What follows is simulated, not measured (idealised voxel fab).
process module | voxel plated lines
We display cut, a cross-section 180 nm in width whose square cells are each 5 nm.
Throughout this document, each cross-section is represented as a grid of square cells and is presented as a sequence of bands enumerated from the top downward, where a band comprises one or more rows of cells. Heights first: top, then bottom, in nm. Then materials, left to right, each with a width in nm. "edge to edge" on a single material: fills the band edge to edge. "air": empty space. Heights from 0 (as-received wafer is one material below). Bottom band endless downward, as "0 nm and below". Graded width ("30 to 40"): value in top row of band = first number; value in bottom row = second number; row-to-row change constant. Take "remained the same" at face value: in the step it is given for, the cross-section changed in none of its cells. "Enclosed void catalog" - sealed voids, min. 8 cells, no opening to top; format: width x height at distance (distance from left edge; nm throughout). On each step's line, the part that comes after the settings is the simulator's own comment on the step. overlay nm: where the mask lay relative to plan, measured to the right, on steps with a mask; negatives go left.
## Process steps (planned)
- 1: RECEIVE [material Si]
- 2: CONFORMAL_DEP [material SiN] [thk nm 10]
- 3: DIRECTIONAL_DEP [material TiN] [thk nm 5]
- 4: PATTERN [tone open] [mask id LINES] [material resist] [width nm 15] [pitch nm 40] [thk nm 30] [overlay nm 0]
- 5: EPI [material Ru] [thk nm 10]
- 6: EPI [material Ru] [thk nm 10]
- 7: STRIP [etch materials resist]
- 8: DIRECTIONAL_ETCH [etch materials TiN] [depth nm 5]
- 9: CONFORMAL_DEP [material SiCN] [thk nm 10]
## First out of two wafers; run went to plan
## Shown in cross-section is the wafer as received, that is, as it stands after step 1
- 0 nm and below | Si edge to edge
- Enclosed void catalog: none
## Cross-section of the wafer after step 2
- 10 nm to 0 nm | SiN edge to edge
- No changes below 0.
## Cross-section of the wafer after step 3
- 15 nm to 10 nm | TiN edge to edge
- No changes below 10.
## Cross-section of the wafer after step 4
- 45 nm to 15 nm | resist 20  air 15  resist 25  air 15  resist 25  air 15  resist 25  air 15  resist 25
- No changes below 15.
## Cross-section of the wafer after step 5
- 45 nm to 25 nm | resist 20  air 15  resist 25  air 15  resist 25  air 15  resist 25  air 15  resist 25
- 25 nm to 15 nm | resist 20  Ru 15  resist 25  Ru 15  resist 25  Ru 15  resist 25  Ru 15  resist 25
- No changes below 15.
## Cross-section of the wafer after step 6
- 45 nm to 35 nm | resist 20  air 15  resist 25  air 15  resist 25  air 15  resist 25  air 15  resist 25
- 35 nm to 15 nm | resist 20  Ru 15  resist 25  Ru 15  resist 25  Ru 15  resist 25  Ru 15  resist 25
- No changes below 15.
## Cross-section of the wafer after step 7
- 35 nm to 15 nm | air 20  Ru 15  air 25  Ru 15  air 25  Ru 15  air 25  Ru 15  air 25
- No changes below 15.
## Cross-section of the wafer after step 8
- 35 nm to 15 nm | air 20  Ru 15  air 25  Ru 15  air 25  Ru 15  air 25  Ru 15  air 25
- 15 nm to 10 nm | air 20  TiN 15  air 25  TiN 15  air 25  TiN 15  air 25  TiN 15  air 25
- No changes below 10.
## Cross-section of the wafer after step 9
- 45 nm to 35 nm | air 10  SiCN 35  air 5  SiCN 35  air 5  SiCN 35  air 5  SiCN 35  air 15
- 35 nm to 20 nm | air 10  SiCN 10  Ru 15  SiCN 10  air 5  SiCN 10  Ru 15  SiCN 10  air 5  SiCN 10  Ru 15  SiCN 10  air 5  SiCN 10  Ru 15  SiCN 10  air 15
- 20 nm to 15 nm | SiCN 20  Ru 15  SiCN 25  Ru 15  SiCN 25  Ru 15  SiCN 25  Ru 15  SiCN 25
- 15 nm to 10 nm | SiCN 20  TiN 15  SiCN 25  TiN 15  SiCN 25  TiN 15  SiCN 25  TiN 15  SiCN 25
- No changes below 10.
## Second wafer, same starting conditions and recipe as the first, one mistake in executing it, nothing differs from the first up to and including step 3
## Cross-section of the second wafer at the time by which step 4 should have been completed according to the plan
- 45 nm to 15 nm | air 20  resist 15  air 25  resist 15  air 25  resist 15  air 25  resist 15  air 25
- No changes below 15.
## Cross-section of the second wafer at the time by which step 5 should have been completed according to the plan
- 45 nm to 25 nm | air 20  resist 15  air 25  resist 15  air 25  resist 15  air 25  resist 15  air 25
- 25 nm to 15 nm | Ru 20  resist 15  Ru 25  resist 15  Ru 25  resist 15  Ru 25  resist 15  Ru 25
- No changes below 15.
## Cross-section of the second wafer at the time by which step 6 should have been completed according to the plan
- 45 nm to 35 nm | air 20  resist 15  air 25  resist 15  air 25  resist 15  air 25  resist 15  air 25
- 35 nm to 15 nm | Ru 20  resist 15  Ru 25  resist 15  Ru 25  resist 15  Ru 25  resist 15  Ru 25
- No changes below 15.
## Cross-section of the second wafer at the time by which step 7 should have been completed according to the plan
- 35 nm to 15 nm | Ru 20  air 15  Ru 25  air 15  Ru 25  air 15  Ru 25  air 15  Ru 25
- No changes below 15.
## Cross-section of the second wafer at the time by which step 8 should have been completed according to the plan
- 35 nm to 15 nm | Ru 20  air 15  Ru 25  air 15  Ru 25  air 15  Ru 25  air 15  Ru 25
- 15 nm to 10 nm | TiN 20  air 15  TiN 25  air 15  TiN 25  air 15  TiN 25  air 15  TiN 25
- No changes below 10.
## Cross-section of the second wafer at the time by which step 9 should have been completed according to the plan
- 45 nm to 35 nm | SiCN edge to edge
- 35 nm to 15 nm | Ru 20  SiCN 15  Ru 25  SiCN 15  Ru 25  SiCN 15  Ru 25  SiCN 15  Ru 25
- 15 nm to 10 nm | TiN 20  SiCN 15  TiN 25  SiCN 15  TiN 25  SiCN 15  TiN 25  SiCN 15  TiN 25
- No changes below 10.
The plan and the run diverged here: note that step 4 departed from the planned setting and was carried out as PATTERN [tone cover] [mask id LINES] [material resist] [width nm 15] [pitch nm 40] [thk nm 30] [overlay nm 0]
The closing comparison, in cells, has the second wafer with more or fewer of some materials than the first: +48 Ru | -20 SiCN | +12 TiN
